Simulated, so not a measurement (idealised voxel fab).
Name of the process module below: voxel fin reveal
The figure presents cross-section cut, which has a width of 265 nm and is divided into square cells with an edge length of 5 nm.
How to read a cross-section here: the picture is a grid of square cells, written as bands going from the top down, and any band can span one or more rows of cells.
For a band, the entry starts with two heights in nm, that of the top and then that of the bottom, and carries on with the band's materials in order from left to right, each alongside its width in nm; the word "edge to edge" beside a single material means it fills the band edge to edge, and "air" means empty space.
A quick word on heights: they are counted from 0, and under that level the wafer as it came to us is one material throughout. The lowest band is different from the rest in having no bottom; it simply continues downward, written as in "0 and below".
Think of "30 to 40" as a width that walks from the first number to the second as you go down the band, top row to bottom row, taking equal-sized steps from row to row.
Reading "remains unaltered" for a step: not a cell of the cross-section changed in it.
"Listed closed voids" enumerates empty spaces isolated from the top, with no open way to it, that contain at least 8 cells, giving each as width x height at distance from the left edge, all three in nm.
It should be noted that, on the line of a given step, the content following the step's settings is a remark produced by the simulator itself with respect to that step.
overlay nm: for a step with a mask, the amount by which the mask lay right of where it was planned; a negative amount means left of it.
## List of planned process steps
| 1 | RECEIVE, material Si |
| 2 | CONFORMAL_DEP, material SiN, thk nm 5 |
| 3 | MASKED_ETCH, tone cover, mask id FINS, width nm 15, pitch nm 35, etch materials SiN, depth nm 5, overlay nm 0 |
| 4 | MASKED_ETCH, tone cover, mask id FINS, width nm 15, pitch nm 35, etch materials Si, depth nm 30, overlay nm 0 |
| 5 | OXIDIZE, depth nm 5 |
| 6 | FILL_DEP, material SiO2, thk nm 10 |
| 7 | CMP, height nm 5 |
| 8 | SELECTIVE_ETCH, etch materials SiO2, depth nm 15 |
| 9 | STRIP, etch materials SiN |
| 10 | CONFORMAL_DEP, material SiO2, thk nm 5 |
## The first of a set of two wafers, run to plan
## Here's what the wafer looked like in cross-section when it arrived - that's after step 1
> 0 and below: Si edge to edge
> Listed closed voids: none
## Upon completion of step 2, the wafer appears in cross-section as shown
> 5 down to 0: SiN edge to edge
> Anything lower than 0 is untouched.
## Upon completion of step 3, the wafer appears in cross-section as shown
> 5 down to 0: air (105); SiN (15); air (20); SiN (15); air (110)
> Anything lower than 0 is untouched.
## Upon completion of step 4, the wafer appears in cross-section as shown
> 5 down to 0: air (105); SiN (15); air (20); SiN (15); air (110)
> 0 down to -30: air (105); Si (15); air (20); Si (15); air (110)
> Anything lower than -30 is untouched.
## Upon completion of step 5, the wafer appears in cross-section as shown
> 5 down to 0: air (105); SiN (15); air (20); SiN (15); air (110)
> 0 down to -30: air (105); SiO2 (5); Si (5); SiO2 (5); air (20); SiO2 (5); Si (5); SiO2 (5); air (110)
> -30 down to -35: SiO2 (110); Si (5); SiO2 (30); Si (5); SiO2 (115)
> Anything lower than -35 is untouched.
## Upon completion of step 6, the wafer appears in cross-section as shown
> 15 down to 5: SiO2 edge to edge
> 5 down to 0: SiO2 (105); SiN (15); SiO2 (20); SiN (15); SiO2 (110)
> 0 down to -35: SiO2 (110); Si (5); SiO2 (30); Si (5); SiO2 (115)
> Anything lower than -35 is untouched.
## Upon completion of step 7, the wafer appears in cross-section as shown
> 5 down to 0: SiO2 (105); SiN (15); SiO2 (20); SiN (15); SiO2 (110)
> Anything lower than 0 is untouched.
## Upon completion of step 8, the wafer appears in cross-section as shown
> 5 down to 0: air (105); SiN (15); air (20); SiN (15); air (110)
> 0 down to -10: air (110); Si (5); air (30); Si (5); air (115)
> Anything lower than -10 is untouched.
## Upon completion of step 9, the wafer appears in cross-section as shown
> 0 down to -10: air (110); Si (5); air (30); Si (5); air (115)
> Anything lower than -10 is untouched.
## Upon completion of step 10, the wafer appears in cross-section as shown
> 5 down to 0: air (105); SiO2 (15); air (20); SiO2 (15); air (110)
> 0 down to -5: air (105); SiO2 (5); Si (5); SiO2 (5); air (20); SiO2 (5); Si (5); SiO2 (5); air (110)
> -5 down to -35: SiO2 (110); Si (5); SiO2 (30); Si (5); SiO2 (115)
> Anything lower than -35 is untouched.
## Second Wafer (Identical Start and Plan, One Processing Error; Matches First Wafer Through Step 8)
## Second wafer cross-section, taken as of the time the plan sets for step 9 to be done
> 5 down to 0: air (105); SiN (15); air (20); SiN (15); air (110)
> 0 down to -35: air (110); Si (5); air (30); Si (5); air (115)
> Anything lower than -35 is untouched.
## Second wafer cross-section, taken as of the time the plan sets for step 10 to be done
> 10 down to 5: air (100); SiO2 (25); air (10); SiO2 (25); air (105)
> 5 down to 0: air (100); SiO2 (5); SiN (15); SiO2 (5); air (10); SiO2 (5); SiN (15); SiO2 (5); air (105)
> 0 down to -5: air (100); SiO2 (10); Si (5); SiO2 (10); air (10); SiO2 (10); Si (5); SiO2 (10); air (105)
> -5 down to -30: air (105); SiO2 (5); Si (5); SiO2 (5); air (20); SiO2 (5); Si (5); SiO2 (5); air (110)
> -30 down to -35: SiO2 (110); Si (5); SiO2 (30); Si (5); SiO2 (115)
> Anything lower than -35 is untouched.
Diagnosis: in deviation from the planned setting, step 9 was conducted as STRIP, etch materials SiO2
Once processing is complete, comparing cell counts shows that the second wafer has more or fewer of certain materials than the first: 6 more of SiN, 223 fewer of SiO2
